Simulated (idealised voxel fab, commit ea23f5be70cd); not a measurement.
This section sets out a process module, namely voxel ribs on slabs.
Square cell edge 5 nm, section width 240 nm, ID cut.
We lay out every cross-section as a grid of square cells and spell it out in bands from the top down, where one band means one or more rows of cells.
It is stipulated that each band's entry specify, in nanometres, the height of the top of the band and then that of its bottom, followed by the materials of the band in left-to-right sequence, each together with its width in nanometres. A single material marked by the word "all across" is understood to fill the band from edge to edge; the word "empty" is understood to denote empty space.
Below 0: as-received wafer, all one material; heights counted from there. Lowest band: no bottom, goes on down, written "0 nm and below".
Think of "30 to 40" as a width that walks from the first number to the second as you go down the band, top row to bottom row, taking equal-sized steps from row to row.
"nothing different" after a step means that no cell of the cross-section changed.
Look at "Voids, fully enclosed" for the closed voids: empty spaces with no open path to the top, sized 8 cells or up. Each is width x height at distance, distance from the left edge, all nm.
What comes after the settings on a step's line is commentary from the simulator itself on that step.
"overlay nm" answers the question of how far to the right of plan the mask lay on a step that has a mask, and when it is negative the answer is to the left.

### Steps in the process plan
1,RECEIVE with material Si
2,DIRECTIONAL_DEP with material SiO2, thk nm 30
3,DIRECTIONAL_DEP with material SiN, thk nm 25
4,DIRECTIONAL_DEP with material aC, thk nm 10
5,PATTERN with tone cover, mask id RIB, material resist, width nm 15, thk nm 25, overlay nm 0
6,DIRECTIONAL_ETCH with etch materials aC, depth nm 10
7,STRIP with etch materials resist
8,DIRECTIONAL_ETCH with etch materials SiN, depth nm 15
9,STRIP with etch materials aC
10,DIRECTIONAL_DEP with material aC, thk nm 15
11,PATTERN with tone cover, mask id SLAB, material resist, width nm 45, thk nm 35, overlay nm 0
12,DIRECTIONAL_ETCH with etch materials aC, depth nm 15
13,STRIP with etch materials resist
14,DIRECTIONAL_ETCH with etch materials SiN, depth nm 10
15,STRIP with etch materials aC
16,FILL_DEP with material SiO2, thk nm 20
17,CMP with height nm 65
18,DIRECTIONAL_DEP with material W, thk nm 10
19,DIRECTIONAL_DEP with material aC, thk nm 15
20,PATTERN with tone cover, mask id HEATER, material resist, width nm 25, thk nm 30, overlay nm 0
21,DIRECTIONAL_ETCH with etch materials aC, depth nm 5
22,STRIP with etch materials resist
23,DIRECTIONAL_ETCH with etch materials W, depth nm 10
24,STRIP with etch materials aC
25,CONFORMAL_DEP with material SiN, thk nm 5
Same starting wafers, different depth nm at step 21. Plan value belongs to the first wafer.

### So this is the first of several wafers, cross-sectioned as it came to us, meaning it's at the end of step 1
	0 nm and below  Si all across
	Voids, fully enclosed: none

### Take any row and you have a wafer at the end of the module: how many cells of each material it has gained (+) or lost (-) since it was received, and then its closed voids
depth nm 5; +75 SiN; +597 SiO2; +96 W; Voids, fully enclosed: none
depth nm 10; +75 SiN; +597 SiO2; +96 W; Voids, fully enclosed: none
depth nm 15; +79 SiN; +597 SiO2; +10 W; Voids, fully enclosed: none
depth nm 20; +79 SiN; +597 SiO2; +10 W; Voids, fully enclosed: none
depth nm 25; +79 SiN; +597 SiO2; +10 W; Voids, fully enclosed: none
depth nm 30; +79 SiN; +597 SiO2; +10 W; Voids, fully enclosed: none
